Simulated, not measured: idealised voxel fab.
voxel transistor to metal: a process module
Square cells of 5 nm make up the cross-section cut, whose width is 160 nm.
If you're reading a cross-section in this doc, picture square cells in a grid; it comes to you as bands, top ones listed first down to the bottom, and a band can be one or more rows of cells.
Heads up on the band format: heights come first, top then bottom, in nm. After that it's the materials left to right, each with its width in nm. A single material flagged "edge to edge" fills the whole band edge to edge, and "empty" means there's empty space there.
Below 0: as-received wafer, all one material; heights counted from there. Lowest band: no bottom, goes on down, written "from 0 down".
So if you see something like "30..40" for the width, read it as the top row of the band sitting at the first number and the bottom row at the second, with every row in between moving by the same amount as the last.
What does "stayed the same" mean for a step? It means no cell of the cross-section changed in that step.
Voids not open to the top, 8 cells minimum: see "Sealed void inventory". Written width x height at distance; distance is from the left edge; nm.
Note: text after step settings on the step line = simulator remark on that step.
The line of a step may include "overlay nm". On a step with a mask, this value is how far to the right of its planned place the mask lay. A negative value means the mask lay to the left.
## Planned process steps
1,RECEIVE,material Si
2,OXIDIZE,depth nm 5
3,CONFORMAL_DEP,material SiN,thk nm 5
4,MASKED_ETCH,tone cover,mask id ACTIVE,width nm 100,etch materials SiN,depth nm 10,overlay nm 0
5,MASKED_ETCH,tone cover,mask id ACTIVE,width nm 100,etch materials SiO2,depth nm 5,overlay nm 0
6,MASKED_ETCH,tone cover,mask id ACTIVE,width nm 100,etch materials Si,depth nm 25,overlay nm 0
7,OXIDIZE,depth nm 5
8,FILL_DEP,material SiO2,thk nm 15
9,CMP,height nm 10
10,SELECTIVE_ETCH,etch materials SiO2,depth nm 5
11,STRIP,etch materials SiN
12,SELECTIVE_ETCH,etch materials SiO2,depth nm 5
13,OXIDIZE,depth nm 5
14,DIRECTIONAL_DEP,material polySi,thk nm 30
15,DIRECTIONAL_DEP,material SiCN,thk nm 10
16,MASKED_ETCH,tone cover,mask id GATE,width nm 20,etch materials SiCN,depth nm 20,overlay nm 0
17,MASKED_ETCH,tone cover,mask id GATE,width nm 20,etch materials polySi,depth nm 40,overlay nm 0
18,CONFORMAL_DEP,material SiN,thk nm 5
19,DIRECTIONAL_ETCH,etch materials SiN,depth nm 5
20,DIRECTIONAL_ETCH,etch materials SiO2,depth nm 5
21,EPI,material pSi,thk nm 5
22,FILL_DEP,material SiO2,thk nm 10
23,CMP,height nm 35
24,DIRECTIONAL_DEP,material SiO2,thk nm 15
25,MASKED_ETCH,tone open,mask id CONTACT,width nm 15,pitch nm 75,etch materials SiO2,depth nm 55,overlay nm 0
26,CONFORMAL_DEP,material TiN,thk nm 5
27,FILL_DEP,material Ru,thk nm 5
28,CMP,height nm 50
29,CONFORMAL_DEP,material SiCN,thk nm 5
30,DIRECTIONAL_DEP,material SiO2,thk nm 25
31,PATTERN,tone open,mask id METAL_1,material resist,width nm 15,pitch nm 75,thk nm 15,overlay nm 0
32,DIRECTIONAL_ETCH,etch materials SiO2,depth nm 25
33,DIRECTIONAL_ETCH,etch materials SiCN,depth nm 5
34,STRIP,etch materials resist
35,CONFORMAL_DEP,material TiN,thk nm 5
36,FILL_DEP,material Ru,thk nm 5
37,CMP,height nm 80
38,EPI,material Ru,thk nm 5
39,FILL_DEP,material SiCN,thk nm 5
Variable across wafers: step 3 thk nm (plan value is that of the first wafer; starting state common to all).
## first wafer as received, after step 1
from 0 down: Si edge to edge
Sealed void inventory: none
## First wafer of several, cross-section, module end, after step 39 (last)
from 90 to 85: SiCN edge to edge
from 85 to 80: 30 nm SiCN / 25 nm Ru / 50 nm SiCN / 25 nm Ru / 30 nm SiCN
from 80 to 55: 35 nm SiO2 / 5 nm TiN / 5 nm Ru / 5 nm TiN / 60 nm SiO2 / 5 nm TiN / 5 nm Ru / 5 nm TiN / 35 nm SiO2
from 55 to 50: 35 nm SiCN / 15 nm TiN / 60 nm SiCN / 15 nm TiN / 35 nm SiCN
from 50 to 35: 35 nm SiO2 / 5 nm TiN / 5 nm Ru / 5 nm TiN / 60 nm SiO2 / 5 nm TiN / 5 nm Ru / 5 nm TiN / 35 nm SiO2
from 35 to 25: 35 nm SiO2 / 5 nm TiN / 5 nm Ru / 5 nm TiN / 15 nm SiO2 / 5 nm SiN / 20 nm SiCN / 5 nm SiN / 15 nm SiO2 / 5 nm TiN / 5 nm Ru / 5 nm TiN / 35 nm SiO2
from 25 to 0: 35 nm SiO2 / 5 nm TiN / 5 nm Ru / 5 nm TiN / 15 nm SiO2 / 5 nm SiN / 20 nm polySi / 5 nm SiN / 15 nm SiO2 / 5 nm TiN / 5 nm Ru / 5 nm TiN / 35 nm SiO2
from 0 to -5: 25 nm SiO2 / 5 nm SiN / 5 nm SiO2 / 15 nm TiN / 15 nm SiO2 / 5 nm SiN / 20 nm polySi / 5 nm SiN / 15 nm SiO2 / 15 nm TiN / 5 nm SiO2 / 5 nm SiN / 25 nm SiO2
from -5 to -10: 30 nm SiO2 / 35 nm pSi / 30 nm SiO2 / 35 nm pSi / 30 nm SiO2
from -10 to -35: 35 nm SiO2 / 90 nm Si / 35 nm SiO2
from -35 down: Si edge to edge
Sealed void inventory: none
## Here we cross-sectioned the last of the wafers once the module was done
from 90 to 85: SiCN edge to edge
from 85 to 80: 30 nm SiCN / 25 nm Ru / 50 nm SiCN / 25 nm Ru / 30 nm SiCN
from 80 to 55: 35 nm SiO2 / 5 nm TiN / 5 nm Ru / 5 nm TiN / 60 nm SiO2 / 5 nm TiN / 5 nm Ru / 5 nm TiN / 35 nm SiO2
from 55 to 50: 35 nm SiCN / 15 nm TiN / 60 nm SiCN / 15 nm TiN / 35 nm SiCN
from 50 to 35: 35 nm SiO2 / 5 nm TiN / 5 nm Ru / 5 nm TiN / 60 nm SiO2 / 5 nm TiN / 5 nm Ru / 5 nm TiN / 35 nm SiO2
from 35 to 25: 35 nm SiO2 / 5 nm TiN / 5 nm Ru / 5 nm TiN / 15 nm SiO2 / 5 nm SiN / 20 nm SiCN / 5 nm SiN / 15 nm SiO2 / 5 nm TiN / 5 nm Ru / 5 nm TiN / 35 nm SiO2
from 25 to 0: 35 nm SiO2 / 5 nm TiN / 5 nm Ru / 5 nm TiN / 15 nm SiO2 / 5 nm SiN / 20 nm polySi / 5 nm SiN / 15 nm SiO2 / 5 nm TiN / 5 nm Ru / 5 nm TiN / 35 nm SiO2
from 0 to -5: 35 nm SiO2 / 15 nm TiN / 15 nm SiO2 / 5 nm SiN / 20 nm polySi / 5 nm SiN / 15 nm SiO2 / 15 nm TiN / 35 nm SiO2
from -5 to -10: 65 nm pSi / 30 nm SiO2 / 65 nm pSi
from -10 down: Si edge to edge
Sealed void inventory: none
## Below, a row for every wafer. Read it as the end-of-module picture: for each material the wafer shows its cells gained (+) or lost (-) since it was received, and then its closed voids
thk nm 5 | +40 Ru | -134 Si | +88 SiCN | +18 SiN | +454 SiO2 | +72 TiN | +14 pSi | +24 polySi | Sealed void inventory: none
thk nm 10 | +40 Ru | -134 Si | +88 SiCN | +18 SiN | +454 SiO2 | +72 TiN | +14 pSi | +24 polySi | Sealed void inventory: none
thk nm 15 | +40 Ru | -64 Si | +88 SiCN | +16 SiN | +374 SiO2 | +72 TiN | +26 pSi | +24 polySi | Sealed void inventory: none
thk nm 20 | +40 Ru | -64 Si | +88 SiCN | +16 SiN | +374 SiO2 | +72 TiN | +26 pSi | +24 polySi | Sealed void inventory: none
thk nm 25 | +40 Ru | -64 Si | +88 SiCN | +16 SiN | +374 SiO2 | +72 TiN | +26 pSi | +24 polySi | Sealed void inventory: none
